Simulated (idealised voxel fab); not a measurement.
Documented hereafter: the process module known as voxel gate over fins.
cross-section cut | 240 nm wide | cells 5 nm
Notation: cross-section as square-cell grid; stated in bands, top first, going down; one or more cell rows per band.
For a band, the entry starts with two heights in nm, that of the top and then that of the bottom, and carries on with the band's materials in order from left to right, each alongside its width in nm; the word "all across" beside a single material means it fills the band edge to edge, and "blank" means empty space.
Height is counted from the level 0, under which the received wafer is composed throughout of one material. The lowest of the bands is not closed at the bottom but continues downward, in the notation "0 -> down".
Note: "30->40" means the width goes from the first number (top row of the band) to the second number (bottom row) in equal steps per row of cells.
The cross-section has no changed cell in any step marked "nothing changed".
Basically, "closed voids" tells you about the enclosed voids: empty spaces with no open way to the top, 8 cells or bigger, each written width x height at distance, where distance is from the left edge, all in nm.
It should be noted that, on the line of a given step, the content following the step's settings is a remark produced by the simulator itself with respect to that step.
Steps that use a mask can have "overlay nm" on their line. It says how far the mask sat to the right of where it was meant to be. Negative means to the left.
So here's the lineup of process steps we planned:
step 1: RECEIVE (material Si)
step 2: CONFORMAL_DEP (material SiN; thk nm 10)
step 3: MASKED_ETCH (tone cover; mask id FINS; width nm 15; pitch nm 55; etch materials SiN; depth nm 10; overlay nm 0)
step 4: MASKED_ETCH (tone cover; mask id FINS; width nm 15; pitch nm 55; etch materials Si; depth nm 30; overlay nm -15)
step 5: FILL_DEP (material SiO2; thk nm 10)
step 6: CMP (height nm 10)
step 7: PATTERN (tone open; mask id RAIL; material resist; width nm 15; thk nm 20; overlay nm 0)
step 8: DIRECTIONAL_ETCH (etch materials SiO2; depth nm 35)
step 9: STRIP (etch materials resist)
step 10: CONFORMAL_DEP (material TiN; thk nm 5)
step 11: FILL_DEP (material Ru; thk nm 5)
step 12: CMP (height nm 10)
step 13: SELECTIVE_ETCH (etch materials W Ru TiN; depth nm 30)
step 14: FILL_DEP (material SiO2; thk nm 5)
step 15: CMP (height nm 10)
step 16: SELECTIVE_ETCH (etch materials SiO2; depth nm 20)
step 17: STRIP (etch materials SiN)
step 18: CONFORMAL_DEP (material HfO2; thk nm 5)
step 19: CONFORMAL_DEP (material TiN; thk nm 5)
step 20: FILL_DEP (material W; thk nm 10)
step 21: CMP (height nm 15)
step 22: CONFORMAL_DEP (material SiCN; thk nm 10)
Don't read the plan's overlay nm for step 4 as applying to every wafer: that's the first wafer's value, and the wafers differ in it, though they all start identical.
As-received cross-section, first of several wafers, post step 1:
> 0 -> down  Si all across
> closed voids: none
For your reference, the table is organized with a row per wafer; each row reflects the wafer at the end of the module, indicating for each material the cells gained (+) or lost (-) since receipt, and thereafter its closed voids:
overlay nm -15 | +60 HfO2 | -180 Si | +96 SiCN | +117 SiO2 | +63 TiN | +84 W | closed voids: none
overlay nm -10 | +60 HfO2 | -198 Si | +96 SiCN | +129 SiO2 | +63 TiN | +90 W | closed voids: none
overlay nm -5 | +60 HfO2 | -216 Si | +96 SiCN | +141 SiO2 | +63 TiN | +96 W | closed voids: none
overlay nm 0 | +60 HfO2 | -234 Si | +96 SiCN | +153 SiO2 | +63 TiN | +102 W | closed voids: none
overlay nm 5 | +60 HfO2 | -216 Si | +96 SiCN | +141 SiO2 | +63 TiN | +96 W | closed voids: none
overlay nm 10 | +60 HfO2 | -198 Si | +96 SiCN | +129 SiO2 | +63 TiN | +90 W | closed voids: none
overlay nm 15 | +60 HfO2 | -180 Si | +96 SiCN | +118 SiO2 | +62 TiN | +84 W | closed voids: none
